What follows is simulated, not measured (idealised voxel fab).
process module | voxel capacitor over wiring
cross-section cut | 210 nm wide | cells 5 nm
A cross-section is a grid of square cells, given in bands from the top down. A band is one or more rows of cells.
Each band's line starts with the height of the band's top and of its bottom, in nm. Then come its materials from left to right, each with its width in nm. One material with "throughout" fills the band from edge to edge. "air" is empty space.
Height 0 is the level under which the wafer as received is all one material. The lowest band goes on downwards, as in "0 down".
A width such as "30 to 40" changes by the same amount from each row of cells to the next, from the band's top row to its bottom row.
"no change" after a step means that no cell of the cross-section changed.
closed voids: empty space of 8 cells or more with no open way to the top, each as width x height at its distance from the left edge, in nm
after a step's settings: what the simulator itself notes on the step
overlay nm, on a step with a mask: how far to the right of its planned place the mask lay; to the left if negative
plan
1 op RECEIVE | material Si
2 op CONFORMAL_DEP | material SiO2 | thk nm 15
3 op CONFORMAL_DEP | material SiCN | thk nm 5
4 op DIRECTIONAL_DEP | material SiO2 | thk nm 20
5 op PATTERN | tone open | mask id METAL_1 | material resist | width nm 20 | pitch nm 80 | thk nm 15 | overlay nm 0
6 op DIRECTIONAL_ETCH | etch materials SiO2 | depth nm 20
7 op DIRECTIONAL_ETCH | etch materials SiCN | depth nm 5
8 op STRIP | etch materials resist
9 op CONFORMAL_DEP | material TiN | thk nm 5
10 op FILL_DEP | material W | thk nm 10
11 op CMP | height nm 40
12 op EPI | material Ru | thk nm 5
13 op FILL_DEP | material SiCN | thk nm 5
14 op DIRECTIONAL_DEP | material lowk | thk nm 15
15 op MASKED_ETCH | tone open | mask id PLUG_1 | width nm 15 | etch materials lowk | depth nm 15 | overlay nm 0
16 op MASKED_ETCH | tone open | mask id PLUG_1 | width nm 15 | etch materials SiCN | depth nm 5 | overlay nm 0
17 op EPI | material Ru | thk nm 10
18 op EPI | material Ru | thk nm 10
19 op DIRECTIONAL_DEP | material TiN | thk nm 5
20 op DIRECTIONAL_DEP | material HfO2 | thk nm 5
21 op DIRECTIONAL_DEP | material TiN | thk nm 5
22 op PATTERN | tone cover | mask id UPPER_PLATE | material resist | width nm 65 | thk nm 20 | overlay nm 0
23 op DIRECTIONAL_ETCH | etch materials TiN | depth nm 5
24 op DIRECTIONAL_ETCH | etch materials HfO2 | depth nm 5
25 op STRIP | etch materials resist
26 op MASKED_ETCH | tone cover | mask id LOWER_PLATE | width nm 75 | etch materials TiN | depth nm 5 | overlay nm 0
27 op FILL_DEP | material SiO2 | thk nm 20
28 op CMP | height nm 95
29 op PATTERN | tone open | mask id PLUG_2 | material resist | width nm 15 | thk nm 20 | overlay nm 0
30 op DIRECTIONAL_ETCH | etch materials SiO2 | depth nm 15
31 op STRIP | etch materials resist
32 op CONFORMAL_DEP | material TiN | thk nm 5
33 op FILL_DEP | material Cu | thk nm 10
34 op CMP | height nm 95
35 op CONFORMAL_DEP | material SiN | thk nm 5
as received, after step 1
  0 down: Si throughout
  closed voids: none
first wafer at the end, as planned
  100 to 95: SiN throughout
  95 to 85: SiO2 70 | TiN 5 | Cu 5 | TiN 5 | SiO2 125
  85 to 75: SiO2 70 to 60 | TiN 15 to 65 | SiO2 125 to 85
  75 to 70: SiO2 60 | HfO2 65 | SiO2 85
  70 to 65: SiO2 55 | TiN 75 | SiO2 80
  65 to 50: lowk 60 | Ru 15 | lowk 135
  50 to 45: SiCN 60 | Ru 15 | SiCN 135
  45 to 40: SiCN 50 | Ru 30 | SiCN 50 | Ru 30 | SiCN 50
  40 to 20: SiO2 55 | TiN 5 | W 10 | TiN 5 | SiO2 60 | TiN 5 | W 10 | TiN 5 | SiO2 55
  20 to 15: SiCN 55 | TiN 20 | SiCN 60 | TiN 20 | SiCN 55
  15 to 0: SiO2 throughout
  0 down: Si throughout
  closed voids: none
second wafer at the end: like start, like plan, one mistake
  100 to 95: SiN throughout
  95 to 85: SiO2 70 | TiN 5 | SiN 5 | TiN 5 | SiO2 125
  85 to 75: SiO2 70 to 60 | TiN 15 to 65 | SiO2 125 to 85
  75 to 70: SiO2 60 | HfO2 65 | SiO2 85
  70 to 65: SiO2 55 | TiN 75 | SiO2 80
  65 to 50: lowk 60 | Ru 15 | lowk 135
  50 to 45: SiCN 60 | Ru 15 | SiCN 135
  45 to 40: SiCN 50 | Ru 30 | SiCN 50 | Ru 30 | SiCN 50
  40 to 20: SiO2 55 | TiN 5 | W 10 | TiN 5 | SiO2 60 | TiN 5 | W 10 | TiN 5 | SiO2 55
  20 to 15: SiCN 55 | TiN 20 | SiCN 60 | TiN 20 | SiCN 55
  15 to 0: SiO2 throughout
  0 down: Si throughout
  closed voids: none
what went wrong: step 33 ran as: op FILL_DEP | material SiN | thk nm 10
at the end the second wafer has, in cells: 2 fewer of Cu | 2 more of SiN
